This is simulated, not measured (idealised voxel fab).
Process module under the name voxel tone inversion
The cross-section shown here is cut; it is 250 nm wide and divided into square cells measuring 5 nm on a side.
When this document writes out a cross-section, it uses a grid of square cells and lists it as bands, beginning at the top and moving down, with a band standing for one or more rows of cells.
For a band, the entry starts with two heights in nm, that of the top and then that of the bottom, and carries on with the band's materials in order from left to right, each alongside its width in nm; the word "all across" beside a single material means it fills the band edge to edge, and "blank" means empty space.
Heights from 0 (as-received wafer is one material below). Bottom band endless downward, as "z 0 and below".
Top row gets the first number, bottom row gets the second, and each row in between changes by the same step: that is how a band width like "30..40" works.
The cross-section has no changed cell in any step marked "no change occurred".
"Enclosed empty spaces" - sealed voids, min. 8 cells, no opening to top; format: width x height at distance (distance from left edge; nm throughout).
On each step's line, the part that comes after the settings is the simulator's own comment on the step.
overlay nm: where the mask lay relative to plan, measured to the right, on steps with a mask; negatives go left.
Here's what the planned process steps look like
1: RECEIVE (material Si)
2: CONFORMAL_DEP (material SiN; thk nm 5)
3: DIRECTIONAL_DEP (material aC; thk nm 20)
4: PATTERN (tone cover; mask id POSTS; material resist; width nm 20; pitch nm 45; thk nm 30; overlay nm 0)
5: DIRECTIONAL_ETCH (etch materials aC; depth nm 20)
6: STRIP (etch materials resist)
7: FILL_DEP (material SiO2; thk nm 5)
8: CMP (height nm 25)
9: STRIP (etch materials aC)
10: CONFORMAL_DEP (material TiN; thk nm 5)
11: FILL_DEP (material W; thk nm 5)
12: CMP (height nm 25)
13: CONFORMAL_DEP (material SiCN; thk nm 5)
As-received state of the wafer in cross-section, equivalent to post-step 1
* z 0 and below  Si all across
* Enclosed empty spaces: none
The first of two wafers, cross-sectioned at the end of the module, with the run proceeding as planned
* z 30 to 25  SiCN all across
* z 25 to 10  SiO2=90; TiN=5; W=10; TiN=5; SiO2=25; TiN=5; W=10; TiN=5; SiO2=95
* z 10 to 5  SiO2=90; TiN=20; SiO2=25; TiN=20; SiO2=95
* z 5 to 0  SiN all across
* z 0 and below  Si all across
* Enclosed empty spaces: none
The second wafer, shown in cross-section after the module: started the same way as the first and given the same plan, yet one mistake crept into how it was run
* z 25 to 20  SiCN all across
* z 20 to 10  SiO2=90; TiN=5; W=10; TiN=5; SiO2=25; TiN=5; W=10; TiN=5; SiO2=95
* z 10 to 5  SiO2=90; TiN=20; SiO2=25; TiN=20; SiO2=95
* z 5 to 0  SiN all across
* z 0 and below  Si all across
* Enclosed empty spaces: none
Which mistake was made when the wafer was run? step 12 off recipe, ran as CMP (height nm 20)
at the end the second wafer has, in cells: SiO2 -42; TiN -4; W -4
